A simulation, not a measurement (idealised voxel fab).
process module | voxel plated lines
cross-section cut | 270 nm wide | cells 5 nm
A cross-section is a grid of square cells, given in bands from the top down. A band is one or more rows of cells.
Each band's line starts with the height of the band's top and of its bottom, in nm. Then come its materials from left to right, each with its width in nm. One material with "throughout" fills the band from edge to edge. "air" is empty space.
Height 0 is the level under which the wafer as received is all one material. The lowest band goes on downwards, as in "0 down".
A width such as "30 to 40" changes by the same amount from each row of cells to the next, from the band's top row to its bottom row.
"no change" after a step means that no cell of the cross-section changed.
closed voids: empty space of 8 cells or more with no open way to the top, each as width x height at its distance from the left edge, in nm
after a step's settings: what the simulator itself notes on the step
overlay nm, on a step with a mask: how far to the right of its planned place the mask lay; to the left if negative
plan
1 op RECEIVE | material Si
2 op CONFORMAL_DEP | material SiO2 | thk nm 15
3 op DIRECTIONAL_DEP | material TiN | thk nm 5
4 op PATTERN | tone open | mask id LINES | material resist | width nm 15 | pitch nm 35 | thk nm 15 | overlay nm -15
5 op EPI | material Ru | thk nm 10
6 op STRIP | etch materials resist
7 op DIRECTIONAL_ETCH | etch materials TiN | depth nm 5
8 op CONFORMAL_DEP | material SiO2 | thk nm 10
varied across the wafers: overlay nm of step 4. The plan shows the first wafer's value. All wafers start alike
first wafer as received, after step 1
  0 down: Si throughout
  closed voids: none
first wafer at the end, after step 8
  40 to 30: air 65 | SiO2 105 | air 100
  30 to 25: air 65 | SiO2 10 | Ru 15 | SiO2 20 | Ru 15 | SiO2 20 | Ru 15 | SiO2 10 | air 100
  25 to 20: SiO2 75 | Ru 15 | SiO2 20 | Ru 15 | SiO2 20 | Ru 15 | SiO2 110
  20 to 15: SiO2 75 | TiN 15 | SiO2 20 | TiN 15 | SiO2 20 | TiN 15 | SiO2 110
  15 to 0: SiO2 throughout
  0 down: Si throughout
  closed voids: none
last wafer at the end
  40 to 30: air 95 | SiO2 105 | air 70
  30 to 25: air 95 | SiO2 10 | Ru 15 | SiO2 20 | Ru 15 | SiO2 20 | Ru 15 | SiO2 10 | air 70
  25 to 20: SiO2 105 | Ru 15 | SiO2 20 | Ru 15 | SiO2 20 | Ru 15 | SiO2 80
  20 to 15: SiO2 105 | TiN 15 | SiO2 20 | TiN 15 | SiO2 20 | TiN 15 | SiO2 80
  15 to 0: SiO2 throughout
  0 down: Si throughout
  closed voids: none
each wafer at the end: cells of each material gained (+) or lost (-) since it was received, then its closed voids
overlay nm -15 | +18 Ru | +306 SiO2 | +9 TiN | closed voids: none
overlay nm -10 | +18 Ru | +306 SiO2 | +9 TiN | closed voids: none
overlay nm -5 | +18 Ru | +306 SiO2 | +9 TiN | closed voids: none
overlay nm 0 | +18 Ru | +306 SiO2 | +9 TiN | closed voids: none
overlay nm 5 | +18 Ru | +306 SiO2 | +9 TiN | closed voids: none
overlay nm 10 | +18 Ru | +306 SiO2 | +9 TiN | closed voids: none
overlay nm 15 | +18 Ru | +306 SiO2 | +9 TiN | closed voids: none
